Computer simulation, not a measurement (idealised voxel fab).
process module | voxel self aligned vias
cross-section cut | 165 nm wide | cells 5 nm
A cross-section is a grid of square cells, given in bands from the top down. A band is one or more rows of cells.
Each band's line starts with the height of the band's top and of its bottom, in nm. Then come its materials from left to right, each with its width in nm. One material with "throughout" fills the band from edge to edge. "air" is empty space.
Height 0 is the level under which the wafer as received is all one material. The lowest band goes on downwards, as in "0 down".
A width such as "30 to 40" changes by the same amount from each row of cells to the next, from the band's top row to its bottom row.
"no change" after a step means that no cell of the cross-section changed.
closed voids: empty space of 8 cells or more with no open way to the top, each as width x height at its distance from the left edge, in nm
after a step's settings: what the simulator itself notes on the step
overlay nm, on a step with a mask: how far to the right of its planned place the mask lay; to the left if negative
plan
1 op RECEIVE | material Si
2 op CONFORMAL_DEP | material SiO2 | thk nm 15
3 op CONFORMAL_DEP | material SiCN | thk nm 5
4 op DIRECTIONAL_DEP | material SiO2 | thk nm 20
5 op MASKED_ETCH | tone open | mask id LINES | width nm 20 | pitch nm 55 | etch materials SiO2 | depth nm 20 | overlay nm 0
6 op CONFORMAL_DEP | material TiN | thk nm 5
7 op FILL_DEP | material Ru | thk nm 5
8 op CMP | height nm 40
9 op SELECTIVE_ETCH | etch materials W Ru TiN | depth nm 5
10 op FILL_DEP | material SiN | thk nm 10
11 op CMP | height nm 40
12 op DIRECTIONAL_DEP | material SiO2 | thk nm 20
13 op DIRECTIONAL_DEP | material aC | thk nm 10
14 op PATTERN | tone open | mask id VIAS | material resist | width nm 30 | thk nm 30 | overlay nm 0
15 op DIRECTIONAL_ETCH | etch materials aC | depth nm 10
16 op STRIP | etch materials resist
17 op DIRECTIONAL_ETCH | etch materials SiO2 | depth nm 20
18 op DIRECTIONAL_ETCH | etch materials SiN | depth nm 5
19 op STRIP | etch materials aC
20 op CONFORMAL_DEP | material TiN | thk nm 5
21 op FILL_DEP | material Cu | thk nm 5
22 op CMP | height nm 60
23 op CONFORMAL_DEP | material SiCN | thk nm 5
first wafer, as planned
as received, after step 1
  0 down: Si throughout
  closed voids: none
after step 2
  15 to 0: SiO2 throughout
  below 0: unchanged
after step 3
  20 to 15: SiCN throughout
  below 15: unchanged
after step 4
  40 to 20: SiO2 throughout
  below 20: unchanged
after step 5
  40 to 20: SiO2 45 | air 20 | SiO2 35 | air 20 | SiO2 45
  below 20: unchanged
after step 6
  45 to 40: TiN 50 | air 10 | TiN 45 | air 10 | TiN 50
  40 to 25: SiO2 45 | TiN 5 | air 10 | TiN 5 | SiO2 35 | TiN 5 | air 10 | TiN 5 | SiO2 45
  25 to 20: SiO2 45 | TiN 20 | SiO2 35 | TiN 20 | SiO2 45
  below 20: unchanged
after step 7
  50 to 45: Ru throughout
  45 to 40: TiN 50 | Ru 10 | TiN 45 | Ru 10 | TiN 50
  40 to 25: SiO2 45 | TiN 5 | Ru 10 | TiN 5 | SiO2 35 | TiN 5 | Ru 10 | TiN 5 | SiO2 45
  below 25: unchanged
after step 8
  40 to 25: SiO2 45 | TiN 5 | Ru 10 | TiN 5 | SiO2 35 | TiN 5 | Ru 10 | TiN 5 | SiO2 45
  below 25: unchanged
after step 9
  40 to 35: SiO2 45 | air 20 | SiO2 35 | air 20 | SiO2 45
  below 35: unchanged
after step 10
  50 to 40: SiN throughout
  40 to 35: SiO2 45 | SiN 20 | SiO2 35 | SiN 20 | SiO2 45
  below 35: unchanged
after step 11
  40 to 35: SiO2 45 | SiN 20 | SiO2 35 | SiN 20 | SiO2 45
  below 35: unchanged
after step 12
  60 to 40: SiO2 throughout
  below 40: unchanged
after step 13
  70 to 60: aC throughout
  below 60: unchanged
after step 14
  100 to 70: resist 40 | air 30 | resist 95
  below 70: unchanged
after step 15
  90 to 70: resist 40 | air 30 | resist 95
  70 to 60: aC 40 | air 30 | aC 95
  below 60: unchanged
after step 16
  70 to 60: aC 40 | air 30 | aC 95
  below 60: unchanged
after step 17
  70 to 60: aC 40 | air 30 | aC 95
  60 to 40: SiO2 40 | air 30 | SiO2 95
  below 40: unchanged
after step 18
  70 to 60: aC 40 | air 30 | aC 95
  60 to 40: SiO2 40 | air 30 | SiO2 95
  40 to 35: SiO2 45 | air 20 | SiO2 35 | SiN 20 | SiO2 45
  below 35: unchanged
after step 19
  60 to 40: SiO2 40 | air 30 | SiO2 95
  below 40: unchanged
after step 20
  65 to 60: TiN 45 | air 20 | TiN 100
  60 to 45: SiO2 40 | TiN 5 | air 20 | TiN 5 | SiO2 95
  45 to 40: SiO2 40 | TiN 10 | air 10 | TiN 10 | SiO2 95
  40 to 35: SiO2 45 | TiN 20 | SiO2 35 | SiN 20 | SiO2 45
  below 35: unchanged
after step 21
  70 to 65: Cu throughout
  65 to 60: TiN 45 | Cu 20 | TiN 100
  60 to 45: SiO2 40 | TiN 5 | Cu 20 | TiN 5 | SiO2 95
  45 to 40: SiO2 40 | TiN 10 | Cu 10 | TiN 10 | SiO2 95
  below 40: unchanged
after step 22
  60 to 45: SiO2 40 | TiN 5 | Cu 20 | TiN 5 | SiO2 95
  below 45: unchanged
after step 23
  65 to 60: SiCN throughout
  below 60: unchanged
second wafer: like start, like plan, one mistake. Through step 13 it matches the first wafer
when step 14 should have ended
  100 to 70: air 40 | resist 30 | air 95
  below 70: unchanged
when step 15 should have ended
  90 to 70: air 40 | resist 30 | air 95
  70 to 60: air 40 | aC 30 | air 95
  below 60: unchanged
when step 16 should have ended
  70 to 60: air 40 | aC 30 | air 95
  below 60: unchanged
when step 17 should have ended
  70 to 60: air 40 | aC 30 | air 95
  60 to 40: air 40 | SiO2 30 | air 95
  below 40: unchanged
when step 18 should have ended
  70 to 60: air 40 | aC 30 | air 95
  60 to 40: air 40 | SiO2 30 | air 95
  40 to 35: SiO2 45 | SiN 20 | SiO2 35 | air 20 | SiO2 45
  below 35: unchanged
when step 19 should have ended
  60 to 40: air 40 | SiO2 30 | air 95
  below 40: unchanged
when step 20 should have ended
  65 to 60: air 35 | TiN 40 | air 90
  60 to 45: air 35 | TiN 5 | SiO2 30 | TiN 5 | air 90
  45 to 40: TiN 40 | SiO2 30 | TiN 35 | air 10 | TiN 50
  40 to 35: SiO2 45 | SiN 20 | SiO2 35 | TiN 20 | SiO2 45
  below 35: unchanged
when step 21 should have ended
  70 to 65: Cu throughout
  65 to 60: Cu 35 | TiN 40 | Cu 90
  60 to 45: Cu 35 | TiN 5 | SiO2 30 | TiN 5 | Cu 90
  45 to 40: TiN 40 | SiO2 30 | TiN 35 | Cu 10 | TiN 50
  below 40: unchanged
when step 22 should have ended
  60 to 45: Cu 35 | TiN 5 | SiO2 30 | TiN 5 | Cu 90
  below 45: unchanged
when step 23 should have ended
  65 to 60: SiCN throughout
  below 60: unchanged
what went wrong: step 14 ran as: op PATTERN | tone cover | mask id VIAS | material resist | width nm 30 | thk nm 30 | overlay nm 0
at the end the second wafer has, in cells: 63 more of Cu | 84 fewer of SiO2 | 21 more of TiN
